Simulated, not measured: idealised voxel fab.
Title: Process Module voxel fin reveal
FYI the section here is cut, 265 nm wide, cells are 5 nm squares.
Heads up, the way a cross-section reads in here is a grid of square cells, handed over as bands from the top down, with every band being one or more rows of cells.
A band entry consists of two parts. The first gives the height of the band's top and the height of its bottom, in nm. The rest lists the band's materials from left to right, each with its width in nm. A single material labelled with the word "all across" fills the band from edge to edge, and the word "air" marks empty space.
The reference from which all heights are counted is 0, the level beneath which the as-received wafer is entirely one material; the lowest band, having no lower bound, proceeds downward and is written after the example "0 down".
Per-row width for "30->40": begins at first number (top row of band), ends at second number (bottom row), increment between rows held constant.
You'll sometimes find "stayed the same" written for a step, and that's the way of saying that nowhere in the cross-section did a cell change during that step.
Reported under the label "Completely sealed voids" are the empty spaces having no open way to the top and comprising 8 cells or more; the notation for each is width x height at distance, in which the distance is measured from the left edge and all three values are in nm.
On a step's line, text after the settings is the simulator commenting on that step.
Among the settings permitted on a step's line is "overlay nm"; applied to a step with a mask, it specifies the extent to which the mask lay to the right of its planned position, whereas a negative figure signifies a position to the left.
# Intended process steps
1: RECEIVE, material Si
2: CONFORMAL_DEP, material SiN, thk nm 5
3: DIRECTIONAL_DEP, material aC, thk nm 15
4: PATTERN, tone cover, mask id FINS, material resist, width nm 15, pitch nm 40, thk nm 35, overlay nm 0
5: DIRECTIONAL_ETCH, etch materials aC, depth nm 15
6: STRIP, etch materials resist
7: DIRECTIONAL_ETCH, etch materials SiN, depth nm 10
8: DIRECTIONAL_ETCH, etch materials Si, depth nm 30
9: STRIP, etch materials aC
10: OXIDIZE, depth nm 5
11: FILL_DEP, material SiO2, thk nm 10
12: CMP, height nm 10
13: SELECTIVE_ETCH, etch materials SiO2, depth nm 30
14: STRIP, etch materials SiN
15: CONFORMAL_DEP, material SiO2, thk nm 5
Every wafer here starts from the same state; it is the step 2 thk nm that distinguishes them, and the value the plan gives belongs to the first wafer.
# first wafer as received, after step 1
0 down  Si all across
Completely sealed voids: none
# Once step 15, the last step, is complete, the module is at its end; this is the cross-section of the first of several wafers
5 to 0  air 85 nm, SiO2 15 nm, air 25 nm, SiO2 15 nm, air 25 nm, SiO2 15 nm, air 85 nm
0 to -15  air 85 nm, SiO2 5 nm, Si 5 nm, SiO2 5 nm, air 25 nm, SiO2 5 nm, Si 5 nm, SiO2 5 nm, air 25 nm, SiO2 5 nm, Si 5 nm, SiO2 5 nm, air 85 nm
-15 to -35  SiO2 90 nm, Si 5 nm, SiO2 35 nm, Si 5 nm, SiO2 35 nm, Si 5 nm, SiO2 90 nm
-35 down  Si all across
Completely sealed voids: none
# Cross-section at module completion, last wafer
5 to 0  SiO2 all across
0 down  Si all across
Completely sealed voids: none
# each wafer at the end: cells of each material gained (+) or lost (-) since it was received, then its closed voids
thk nm 5; -350 Si; +227 SiO2; Completely sealed voids: none
thk nm 10; -350 Si; +227 SiO2; Completely sealed voids: none
thk nm 15; +53 SiO2; Completely sealed voids: none
thk nm 20; +53 SiO2; Completely sealed voids: none
thk nm 25; +53 SiO2; Completely sealed voids: none
